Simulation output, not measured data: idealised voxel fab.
The following process module bears the name voxel gate over fins.
It is cross-section cut that appears here, measuring 230 nm in width, its square cells being 5 nm in size.
Cross-section spec: square-cell grid; bands listed top down; each band is one or more rows.
Band: top height; bottom height; in nm. Then, left to right: material with width in nm, for each material. "throughout": a single material spanning edge to edge. "blank": empty space.
Heights from 0 (as-received wafer is one material below). Bottom band endless downward, as "z 0 and below".
The expression "30->40" gives the width at the extremes of the band, the first number at its top row of cells and the second at its bottom row, with the width changing by equal amounts from each row to the next in between.
A step reported as "changes: none" is a step in which no cell of the cross-section changed.
What "Voids lacking openings" gives you is every empty space of 8 cells or more that is cut off from the top. Each appears as width x height at distance, with the distance taken from the left edge and width, height and distance all in nm.
On a step's line, text after the settings is the simulator commenting on that step.
A step line may carry the setting "overlay nm", which, for steps involving a mask, states the distance by which the mask lay to the right of its intended position; negative values denote displacement to the left.

### Process steps foreseen in the plan
1) RECEIVE: material Si
2) CONFORMAL_DEP: material SiN, thk nm 5
3) PATTERN: tone cover, mask id FINS, material resist, width nm 15, pitch nm 50, thk nm 20, overlay nm 0
4) DIRECTIONAL_ETCH: etch materials SiN, depth nm 5
5) DIRECTIONAL_ETCH: etch materials Si, depth nm 40
6) STRIP: etch materials resist
7) OXIDIZE: depth nm 5
8) FILL_DEP: material SiO2, thk nm 10
9) CMP: height nm 5
10) DIRECTIONAL_DEP: material aC, thk nm 10
11) PATTERN: tone open, mask id RAIL, material resist, width nm 15, thk nm 25, overlay nm 0
12) DIRECTIONAL_ETCH: etch materials aC, depth nm 10
13) STRIP: etch materials resist
14) DIRECTIONAL_ETCH: etch materials SiO2, depth nm 40
15) STRIP: etch materials aC
16) CONFORMAL_DEP: material TiN, thk nm 5
17) FILL_DEP: material W, thk nm 10
18) CMP: height nm 5
19) SELECTIVE_ETCH: etch materials W Ru TiN, depth nm 25
20) FILL_DEP: material SiO2, thk nm 5
21) CMP: height nm 5
22) SELECTIVE_ETCH: etch materials SiO2, depth nm 20
23) STRIP: etch materials SiN
24) CONFORMAL_DEP: material HfO2, thk nm 5
25) CONFORMAL_DEP: material TiN, thk nm 5
26) CONFORMAL_DEP: material TiAl, thk nm 5
27) CONFORMAL_DEP: material TiN, thk nm 5
28) FILL_DEP: material W, thk nm 15
29) CMP: height nm 30
30) CONFORMAL_DEP: material SiN, thk nm 5

### First wafer of two (run as planned)

### as received, after step 1
    z 0 and below = Si throughout
    Voids lacking openings: none

### The following cross-section depicts the wafer upon completion of step 2
    z 5 to 0 = SiN throughout
    Below 0 it's all the same as before, nothing changed down there.

### The following cross-section depicts the wafer upon completion of step 3
    z 25 to 5 = 80 of blank; 15 of resist; 35 of blank; 15 of resist; 85 of blank
    Below 5 it's all the same as before, nothing changed down there.

### The following cross-section depicts the wafer upon completion of step 4
    z 25 to 5 = 80 of blank; 15 of resist; 35 of blank; 15 of resist; 85 of blank
    z 5 to 0 = 80 of blank; 15 of SiN; 35 of blank; 15 of SiN; 85 of blank
    Below 0 it's all the same as before, nothing changed down there.

### The following cross-section depicts the wafer upon completion of step 5
    z 25 to 5 = 80 of blank; 15 of resist; 35 of blank; 15 of resist; 85 of blank
    z 5 to 0 = 80 of blank; 15 of SiN; 35 of blank; 15 of SiN; 85 of blank
    z 0 to -40 = 80 of blank; 15 of Si; 35 of blank; 15 of Si; 85 of blank
    Below -40 it's all the same as before, nothing changed down there.

### The following cross-section depicts the wafer upon completion of step 6
    z 5 to 0 = 80 of blank; 15 of SiN; 35 of blank; 15 of SiN; 85 of blank
    Below 0 it's all the same as before, nothing changed down there.

### The following cross-section depicts the wafer upon completion of step 7
    z 5 to 0 = 80 of blank; 15 of SiN; 35 of blank; 15 of SiN; 85 of blank
    z 0 to -40 = 80 of blank; 5 of SiO2; 5 of Si; 5 of SiO2; 35 of blank; 5 of SiO2; 5 of Si; 5 of SiO2; 85 of blank
    z -40 to -45 = 85 of SiO2; 5 of Si; 45 of SiO2; 5 of Si; 90 of SiO2
    Below -45 it's all the same as before, nothing changed down there.

### The following cross-section depicts the wafer upon completion of step 8
    z 15 to 5 = SiO2 throughout
    z 5 to 0 = 80 of SiO2; 15 of SiN; 35 of SiO2; 15 of SiN; 85 of SiO2
    z 0 to -45 = 85 of SiO2; 5 of Si; 45 of SiO2; 5 of Si; 90 of SiO2
    Below -45 it's all the same as before, nothing changed down there.

### The following cross-section depicts the wafer upon completion of step 9
    z 5 to 0 = 80 of SiO2; 15 of SiN; 35 of SiO2; 15 of SiN; 85 of SiO2
    Below 0 it's all the same as before, nothing changed down there.

### The following cross-section depicts the wafer upon completion of step 10
    z 15 to 5 = aC throughout
    Below 5 it's all the same as before, nothing changed down there.

### The following cross-section depicts the wafer upon completion of step 11
    z 40 to 15 = 105 of resist; 15 of blank; 110 of resist
    Below 15 it's all the same as before, nothing changed down there.

### The following cross-section depicts the wafer upon completion of step 12
    z 30 to 15 = 105 of resist; 15 of blank; 110 of resist
    z 15 to 5 = 105 of aC; 15 of blank; 110 of aC
    Below 5 it's all the same as before, nothing changed down there.

### The following cross-section depicts the wafer upon completion of step 13
    z 15 to 5 = 105 of aC; 15 of blank; 110 of aC
    Below 5 it's all the same as before, nothing changed down there.

### The following cross-section depicts the wafer upon completion of step 14
    z 15 to 5 = 105 of aC; 15 of blank; 110 of aC
    z 5 to 0 = 80 of SiO2; 15 of SiN; 10 of SiO2; 15 of blank; 10 of SiO2; 15 of SiN; 85 of SiO2
    z 0 to -35 = 85 of SiO2; 5 of Si; 15 of SiO2; 15 of blank; 15 of SiO2; 5 of Si; 90 of SiO2
    Below -35 it's all the same as before, nothing changed down there.

### The following cross-section depicts the wafer upon completion of step 15
    z 5 to 0 = 80 of SiO2; 15 of SiN; 10 of SiO2; 15 of blank; 10 of SiO2; 15 of SiN; 85 of SiO2
    Below 0 it's all the same as before, nothing changed down there.

### The following cross-section depicts the wafer upon completion of step 16
    z 10 to 5 = 110 of TiN; 5 of blank; 115 of TiN
    z 5 to 0 = 80 of SiO2; 15 of SiN; 10 of SiO2; 5 of TiN; 5 of blank; 5 of TiN; 10 of SiO2; 15 of SiN; 85 of SiO2
    z 0 to -30 = 85 of SiO2; 5 of Si; 15 of SiO2; 5 of TiN; 5 of blank; 5 of TiN; 15 of SiO2; 5 of Si; 90 of SiO2
    z -30 to -35 = 85 of SiO2; 5 of Si; 15 of SiO2; 15 of TiN; 15 of SiO2; 5 of Si; 90 of SiO2
    Below -35 it's all the same as before, nothing changed down there.

### The following cross-section depicts the wafer upon completion of step 17
    z 20 to 10 = W throughout
    z 10 to 5 = 110 of TiN; 5 of W; 115 of TiN
    z 5 to 0 = 80 of SiO2; 15 of SiN; 10 of SiO2; 5 of TiN; 5 of W; 5 of TiN; 10 of SiO2; 15 of SiN; 85 of SiO2
    z 0 to -30 = 85 of SiO2; 5 of Si; 15 of SiO2; 5 of TiN; 5 of W; 5 of TiN; 15 of SiO2; 5 of Si; 90 of SiO2
    Below -30 it's all the same as before, nothing changed down there.

### The following cross-section depicts the wafer upon completion of step 18
    z 5 to 0 = 80 of SiO2; 15 of SiN; 10 of SiO2; 5 of TiN; 5 of W; 5 of TiN; 10 of SiO2; 15 of SiN; 85 of SiO2
    Below 0 it's all the same as before, nothing changed down there.

### The following cross-section depicts the wafer upon completion of step 19
    z 5 to 0 = 80 of SiO2; 15 of SiN; 10 of SiO2; 15 of blank; 10 of SiO2; 15 of SiN; 85 of SiO2
    z 0 to -20 = 85 of SiO2; 5 of Si; 15 of SiO2; 15 of blank; 15 of SiO2; 5 of Si; 90 of SiO2
    Below -20 it's all the same as before, nothing changed down there.

### The following cross-section depicts the wafer upon completion of step 20
    z 10 to 5 = SiO2 throughout
    z 5 to 0 = 80 of SiO2; 15 of SiN; 35 of SiO2; 15 of SiN; 85 of SiO2
    z 0 to -20 = 85 of SiO2; 5 of Si; 45 of SiO2; 5 of Si; 90 of SiO2
    Below -20 it's all the same as before, nothing changed down there.

### The following cross-section depicts the wafer upon completion of step 21
    z 5 to 0 = 80 of SiO2; 15 of SiN; 35 of SiO2; 15 of SiN; 85 of SiO2
    Below 0 it's all the same as before, nothing changed down there.

### The following cross-section depicts the wafer upon completion of step 22
    z 5 to 0 = 80 of blank; 15 of SiN; 35 of blank; 15 of SiN; 85 of blank
    z 0 to -15 = 85 of blank; 5 of Si; 45 of blank; 5 of Si; 90 of blank
    Below -15 it's all the same as before, nothing changed down there.

### The following cross-section depicts the wafer upon completion of step 23
    z 0 to -15 = 85 of blank; 5 of Si; 45 of blank; 5 of Si; 90 of blank
    Below -15 it's all the same as before, nothing changed down there.

### The following cross-section depicts the wafer upon completion of step 24
    z 5 to 0 = 80 of blank; 15 of HfO2; 35 of blank; 15 of HfO2; 85 of blank
    z 0 to -10 = 80 of blank; 5 of HfO2; 5 of Si; 5 of HfO2; 35 of blank; 5 of HfO2; 5 of Si; 5 of HfO2; 85 of blank
    z -10 to -15 = 85 of HfO2; 5 of Si; 45 of HfO2; 5 of Si; 90 of HfO2
    Below -15 it's all the same as before, nothing changed down there.

### The following cross-section depicts the wafer upon completion of step 25
    z 10 to 5 = 75 of blank; 25 of TiN; 25 of blank; 25 of TiN; 80 of blank
    z 5 to 0 = 75 of blank; 5 of TiN; 15 of HfO2; 5 of TiN; 25 of blank; 5 of TiN; 15 of HfO2; 5 of TiN; 80 of blank
    z 0 to -5 = 75 of blank; 5 of TiN; 5 of HfO2; 5 of Si; 5 of HfO2; 5 of TiN; 25 of blank; 5 of TiN; 5 of HfO2; 5 of Si; 5 of HfO2; 5 of TiN; 80 of blank
    z -5 to -10 = 80 of TiN; 5 of HfO2; 5 of Si; 5 of HfO2; 35 of TiN; 5 of HfO2; 5 of Si; 5 of HfO2; 85 of TiN
    Below -10 it's all the same as before, nothing changed down there.

### The following cross-section depicts the wafer upon completion of step 26
    z 15 to 10 = 70 of blank; 35 of TiAl; 15 of blank; 35 of TiAl; 75 of blank
    z 10 to 5 = 70 of blank; 5 of TiAl; 25 of TiN; 5 of TiAl; 15 of blank; 5 of TiAl; 25 of TiN; 5 of TiAl; 75 of blank
    z 5 to 0 = 70 of blank; 5 of TiAl; 5 of TiN; 15 of HfO2; 5 of TiN; 5 of TiAl; 15 of blank; 5 of TiAl; 5 of TiN; 15 of HfO2; 5 of TiN; 5 of TiAl; 75 of blank
    z 0 to -5 = 75 of TiAl; 5 of TiN; 5 of HfO2; 5 of Si; 5 of HfO2; 5 of TiN; 25 of TiAl; 5 of TiN; 5 of HfO2; 5 of Si; 5 of HfO2; 5 of TiN; 80 of TiAl
    Below -5 it's all the same as before, nothing changed down there.

### The following cross-section depicts the wafer upon completion of step 27
    z 20 to 15 = 65 of blank; 45 of TiN; 5 of blank; 45 of TiN; 70 of blank
    z 15 to 10 = 65 of blank; 5 of TiN; 35 of TiAl; 5 of TiN; 5 of blank; 5 of TiN; 35 of TiAl; 5 of TiN; 70 of blank
    z 10 to 5 = 65 of blank; 5 of TiN; 5 of TiAl; 25 of TiN; 5 of TiAl; 5 of TiN; 5 of blank; 5 of TiN; 5 of TiAl; 25 of TiN; 5 of TiAl; 5 of TiN; 70 of blank
    z 5 to 0 = 70 of TiN; 5 of TiAl; 5 of TiN; 15 of HfO2; 5 of TiN; 5 of TiAl; 15 of TiN; 5 of TiAl; 5 of TiN; 15 of HfO2; 5 of TiN; 5 of TiAl; 75 of TiN
    Below 0 it's all the same as before, nothing changed down there.

### The following cross-section depicts the wafer upon completion of step 28
    z 35 to 20 = W throughout
    z 20 to 15 = 65 of W; 45 of TiN; 5 of W; 45 of TiN; 70 of W
    z 15 to 10 = 65 of W; 5 of TiN; 35 of TiAl; 5 of TiN; 5 of W; 5 of TiN; 35 of TiAl; 5 of TiN; 70 of W
    z 10 to 5 = 65 of W; 5 of TiN; 5 of TiAl; 25 of TiN; 5 of TiAl; 5 of TiN; 5 of W; 5 of TiN; 5 of TiAl; 25 of TiN; 5 of TiAl; 5 of TiN; 70 of W
    Below 5 it's all the same as before, nothing changed down there.

### The following cross-section depicts the wafer upon completion of step 29
    z 30 to 20 = W throughout
    Below 20 it's all the same as before, nothing changed down there.

### The following cross-section depicts the wafer upon completion of step 30
    z 35 to 30 = SiN throughout
    Below 30 it's all the same as before, nothing changed down there.

### Second wafer: same start and same plan as the first, one execution error; identical to the first through step 2

### The second wafer in cross-section, at the planned close of step 3
    z 25 to 5 = 85 of blank; 15 of resist; 35 of blank; 15 of resist; 80 of blank
    Below 5 it's all the same as before, nothing changed down there.

### The second wafer in cross-section, at the planned close of step 4
    z 25 to 5 = 85 of blank; 15 of resist; 35 of blank; 15 of resist; 80 of blank
    z 5 to 0 = 85 of blank; 15 of SiN; 35 of blank; 15 of SiN; 80 of blank
    Below 0 it's all the same as before, nothing changed down there.

### The second wafer in cross-section, at the planned close of step 5
    z 25 to 5 = 85 of blank; 15 of resist; 35 of blank; 15 of resist; 80 of blank
    z 5 to 0 = 85 of blank; 15 of SiN; 35 of blank; 15 of SiN; 80 of blank
    z 0 to -40 = 85 of blank; 15 of Si; 35 of blank; 15 of Si; 80 of blank
    Below -40 it's all the same as before, nothing changed down there.

### The second wafer in cross-section, at the planned close of step 6
    z 5 to 0 = 85 of blank; 15 of SiN; 35 of blank; 15 of SiN; 80 of blank
    Below 0 it's all the same as before, nothing changed down there.

### The second wafer in cross-section, at the planned close of step 7
    z 5 to 0 = 85 of blank; 15 of SiN; 35 of blank; 15 of SiN; 80 of blank
    z 0 to -40 = 85 of blank; 5 of SiO2; 5 of Si; 5 of SiO2; 35 of blank; 5 of SiO2; 5 of Si; 5 of SiO2; 80 of blank
    z -40 to -45 = 90 of SiO2; 5 of Si; 45 of SiO2; 5 of Si; 85 of SiO2
    Below -45 it's all the same as before, nothing changed down there.

### The second wafer in cross-section, at the planned close of step 8
    z 15 to 5 = SiO2 throughout
    z 5 to 0 = 85 of SiO2; 15 of SiN; 35 of SiO2; 15 of SiN; 80 of SiO2
    z 0 to -45 = 90 of SiO2; 5 of Si; 45 of SiO2; 5 of Si; 85 of SiO2
    Below -45 it's all the same as before, nothing changed down there.

### The second wafer in cross-section, at the planned close of step 9
    z 5 to 0 = 85 of SiO2; 15 of SiN; 35 of SiO2; 15 of SiN; 80 of SiO2
    Below 0 it's all the same as before, nothing changed down there.

### The second wafer in cross-section, at the planned close of step 10
    z 15 to 5 = aC throughout
    Below 5 it's all the same as before, nothing changed down there.

### The second wafer in cross-section, at the planned close of step 11
    z 40 to 15 = 105 of resist; 15 of blank; 110 of resist
    Below 15 it's all the same as before, nothing changed down there.

### The second wafer in cross-section, at the planned close of step 12
    z 30 to 15 = 105 of resist; 15 of blank; 110 of resist
    z 15 to 5 = 105 of aC; 15 of blank; 110 of aC
    Below 5 it's all the same as before, nothing changed down there.

### The second wafer in cross-section, at the planned close of step 13
    z 15 to 5 = 105 of aC; 15 of blank; 110 of aC
    Below 5 it's all the same as before, nothing changed down there.

### The second wafer in cross-section, at the planned close of step 14
    z 15 to 5 = 105 of aC; 15 of blank; 110 of aC
    z 5 to 0 = 85 of SiO2; 15 of SiN; 5 of SiO2; 15 of blank; 15 of SiO2; 15 of SiN; 80 of SiO2
    z 0 to -35 = 90 of SiO2; 5 of Si; 10 of SiO2; 15 of blank; 20 of SiO2; 5 of Si; 85 of SiO2
    Below -35 it's all the same as before, nothing changed down there.

### The second wafer in cross-section, at the planned close of step 15
    z 5 to 0 = 85 of SiO2; 15 of SiN; 5 of SiO2; 15 of blank; 15 of SiO2; 15 of SiN; 80 of SiO2
    Below 0 it's all the same as before, nothing changed down there.

### The second wafer in cross-section, at the planned close of step 16
    z 10 to 5 = 110 of TiN; 5 of blank; 115 of TiN
    z 5 to 0 = 85 of SiO2; 15 of SiN; 5 of SiO2; 5 of TiN; 5 of blank; 5 of TiN; 15 of SiO2; 15 of SiN; 80 of SiO2
    z 0 to -30 = 90 of SiO2; 5 of Si; 10 of SiO2; 5 of TiN; 5 of blank; 5 of TiN; 20 of SiO2; 5 of Si; 85 of SiO2
    z -30 to -35 = 90 of SiO2; 5 of Si; 10 of SiO2; 15 of TiN; 20 of SiO2; 5 of Si; 85 of SiO2
    Below -35 it's all the same as before, nothing changed down there.

### The second wafer in cross-section, at the planned close of step 17
    z 20 to 10 = W throughout
    z 10 to 5 = 110 of TiN; 5 of W; 115 of TiN
    z 5 to 0 = 85 of SiO2; 15 of SiN; 5 of SiO2; 5 of TiN; 5 of W; 5 of TiN; 15 of SiO2; 15 of SiN; 80 of SiO2
    z 0 to -30 = 90 of SiO2; 5 of Si; 10 of SiO2; 5 of TiN; 5 of W; 5 of TiN; 20 of SiO2; 5 of Si; 85 of SiO2
    Below -30 it's all the same as before, nothing changed down there.

### The second wafer in cross-section, at the planned close of step 18
    z 5 to 0 = 85 of SiO2; 15 of SiN; 5 of SiO2; 5 of TiN; 5 of W; 5 of TiN; 15 of SiO2; 15 of SiN; 80 of SiO2
    Below 0 it's all the same as before, nothing changed down there.

### The second wafer in cross-section, at the planned close of step 19
    z 5 to 0 = 85 of SiO2; 15 of SiN; 5 of SiO2; 15 of blank; 15 of SiO2; 15 of SiN; 80 of SiO2
    z 0 to -20 = 90 of SiO2; 5 of Si; 10 of SiO2; 15 of blank; 20 of SiO2; 5 of Si; 85 of SiO2
    Below -20 it's all the same as before, nothing changed down there.

### The second wafer in cross-section, at the planned close of step 20
    z 10 to 5 = SiO2 throughout
    z 5 to 0 = 85 of SiO2; 15 of SiN; 35 of SiO2; 15 of SiN; 80 of SiO2
    z 0 to -20 = 90 of SiO2; 5 of Si; 45 of SiO2; 5 of Si; 85 of SiO2
    Below -20 it's all the same as before, nothing changed down there.

### The second wafer in cross-section, at the planned close of step 21
    z 5 to 0 = 85 of SiO2; 15 of SiN; 35 of SiO2; 15 of SiN; 80 of SiO2
    Below 0 it's all the same as before, nothing changed down there.

### The second wafer in cross-section, at the planned close of step 22
    z 5 to 0 = 85 of blank; 15 of SiN; 35 of blank; 15 of SiN; 80 of blank
    z 0 to -15 = 90 of blank; 5 of Si; 45 of blank; 5 of Si; 85 of blank
    Below -15 it's all the same as before, nothing changed down there.

### The second wafer in cross-section, at the planned close of step 23
    z 0 to -15 = 90 of blank; 5 of Si; 45 of blank; 5 of Si; 85 of blank
    Below -15 it's all the same as before, nothing changed down there.

### The second wafer in cross-section, at the planned close of step 24
    z 5 to 0 = 85 of blank; 15 of HfO2; 35 of blank; 15 of HfO2; 80 of blank
    z 0 to -10 = 85 of blank; 5 of HfO2; 5 of Si; 5 of HfO2; 35 of blank; 5 of HfO2; 5 of Si; 5 of HfO2; 80 of blank
    z -10 to -15 = 90 of HfO2; 5 of Si; 45 of HfO2; 5 of Si; 85 of HfO2
    Below -15 it's all the same as before, nothing changed down there.

### The second wafer in cross-section, at the planned close of step 25
    z 10 to 5 = 80 of blank; 25 of TiN; 25 of blank; 25 of TiN; 75 of blank
    z 5 to 0 = 80 of blank; 5 of TiN; 15 of HfO2; 5 of TiN; 25 of blank; 5 of TiN; 15 of HfO2; 5 of TiN; 75 of blank
    z 0 to -5 = 80 of blank; 5 of TiN; 5 of HfO2; 5 of Si; 5 of HfO2; 5 of TiN; 25 of blank; 5 of TiN; 5 of HfO2; 5 of Si; 5 of HfO2; 5 of TiN; 75 of blank
    z -5 to -10 = 85 of TiN; 5 of HfO2; 5 of Si; 5 of HfO2; 35 of TiN; 5 of HfO2; 5 of Si; 5 of HfO2; 80 of TiN
    Below -10 it's all the same as before, nothing changed down there.

### The second wafer in cross-section, at the planned close of step 26
    z 15 to 10 = 75 of blank; 35 of TiAl; 15 of blank; 35 of TiAl; 70 of blank
    z 10 to 5 = 75 of blank; 5 of TiAl; 25 of TiN; 5 of TiAl; 15 of blank; 5 of TiAl; 25 of TiN; 5 of TiAl; 70 of blank
    z 5 to 0 = 75 of blank; 5 of TiAl; 5 of TiN; 15 of HfO2; 5 of TiN; 5 of TiAl; 15 of blank; 5 of TiAl; 5 of TiN; 15 of HfO2; 5 of TiN; 5 of TiAl; 70 of blank
    z 0 to -5 = 80 of TiAl; 5 of TiN; 5 of HfO2; 5 of Si; 5 of HfO2; 5 of TiN; 25 of TiAl; 5 of TiN; 5 of HfO2; 5 of Si; 5 of HfO2; 5 of TiN; 75 of TiAl
    Below -5 it's all the same as before, nothing changed down there.

### The second wafer in cross-section, at the planned close of step 27
    z 20 to 15 = 70 of blank; 45 of TiN; 5 of blank; 45 of TiN; 65 of blank
    z 15 to 10 = 70 of blank; 5 of TiN; 35 of TiAl; 5 of TiN; 5 of blank; 5 of TiN; 35 of TiAl; 5 of TiN; 65 of blank
    z 10 to 5 = 70 of blank; 5 of TiN; 5 of TiAl; 25 of TiN; 5 of TiAl; 5 of TiN; 5 of blank; 5 of TiN; 5 of TiAl; 25 of TiN; 5 of TiAl; 5 of TiN; 65 of blank
    z 5 to 0 = 75 of TiN; 5 of TiAl; 5 of TiN; 15 of HfO2; 5 of TiN; 5 of TiAl; 15 of TiN; 5 of TiAl; 5 of TiN; 15 of HfO2; 5 of TiN; 5 of TiAl; 70 of TiN
    Below 0 it's all the same as before, nothing changed down there.

### The second wafer in cross-section, at the planned close of step 28
    z 35 to 20 = W throughout
    z 20 to 15 = 70 of W; 45 of TiN; 5 of W; 45 of TiN; 65 of W
    z 15 to 10 = 70 of W; 5 of TiN; 35 of TiAl; 5 of TiN; 5 of W; 5 of TiN; 35 of TiAl; 5 of TiN; 65 of W
    z 10 to 5 = 70 of W; 5 of TiN; 5 of TiAl; 25 of TiN; 5 of TiAl; 5 of TiN; 5 of W; 5 of TiN; 5 of TiAl; 25 of TiN; 5 of TiAl; 5 of TiN; 65 of W
    Below 5 it's all the same as before, nothing changed down there.

### The second wafer in cross-section, at the planned close of step 29
    z 30 to 20 = W throughout
    Below 20 it's all the same as before, nothing changed down there.

### The second wafer in cross-section, at the planned close of step 30
    z 35 to 30 = SiN throughout
    Below 30 it's all the same as before, nothing changed down there.
It is concluded that the wafer was processed incorrectly with respect to the plan, in that so step 3 ended up running with a different setting than we planned, it ran as PATTERN: tone cover, mask id FINS, material resist, width nm 15, pitch nm 50, thk nm 20, overlay nm 5
End check, second vs first wafer: material counts in cells match, positions do not.
